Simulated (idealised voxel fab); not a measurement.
process module | voxel self aligned contacts
cross-section cut | 170 nm wide | cells 5 nm
A cross-section is a grid of square cells, given in bands from the top down. A band is one or more rows of cells.
Each band's line starts with the height of the band's top and of its bottom, in nm. Then come its materials from left to right, each with its width in nm. One material with "throughout" fills the band from edge to edge. "air" is empty space.
Height 0 is the level under which the wafer as received is all one material. The lowest band goes on downwards, as in "0 down".
A width such as "30 to 40" changes by the same amount from each row of cells to the next, from the band's top row to its bottom row.
"no change" after a step means that no cell of the cross-section changed.
closed voids: empty space of 8 cells or more with no open way to the top, each as width x height at its distance from the left edge, in nm
after a step's settings: what the simulator itself notes on the step
overlay nm, on a step with a mask: how far to the right of its planned place the mask lay; to the left if negative
plan
1 op RECEIVE | material Si
2 op CONFORMAL_DEP | material SiO2 | thk nm 5
3 op DIRECTIONAL_DEP | material polySi | thk nm 25
4 op DIRECTIONAL_DEP | material SiN | thk nm 20
5 op PATTERN | tone cover | mask id GATE | material resist | width nm 35 | pitch nm 70 | thk nm 15 | overlay nm 0
6 op DIRECTIONAL_ETCH | etch materials SiN | depth nm 20
7 op DIRECTIONAL_ETCH | etch materials polySi | depth nm 25
8 op STRIP | etch materials resist
9 op CONFORMAL_DEP | material SiN | thk nm 10
10 op DIRECTIONAL_ETCH | etch materials SiN | depth nm 10
11 op FILL_DEP | material SiO2 | thk nm 20
12 op CMP | height nm 60
13 op PATTERN | tone open | mask id CONTACT | material resist | width nm 55 | thk nm 15 | overlay nm 0
14 op DIRECTIONAL_ETCH | etch materials SiO2 | depth nm 60
15 op STRIP | etch materials resist
16 op CONFORMAL_DEP | material TiN | thk nm 5
17 op FILL_DEP | material Ru | thk nm 10
18 op CMP | height nm 60
19 op CONFORMAL_DEP | material SiCN | thk nm 5
as received, after step 1
  0 down: Si throughout
  closed voids: none
a wafer at the end: this start, this plan, one mistake
  65 to 60: SiCN throughout
  60 to 50: SiO2 65 | TiN 5 to 15 | Ru 45 to 5 | TiN 5 to 35 | SiO2 50
  50 to 30: SiO2 20 | SiN 55 | TiN 5 | Ru 5 | TiN 5 | SiN 55 | SiO2 25
  30 to 5: SiO2 20 | SiN 10 | polySi 35 | SiN 10 | TiN 5 | Ru 5 | TiN 5 | SiN 10 | polySi 35 | SiN 10 | SiO2 25
  5 to 0: SiO2 75 | TiN 15 | SiO2 80
  0 down: Si throughout
  closed voids: none
what went wrong: step 13 ran as: op PATTERN | tone open | mask id CONTACT | material resist | width nm 55 | thk nm 15 | overlay nm 10
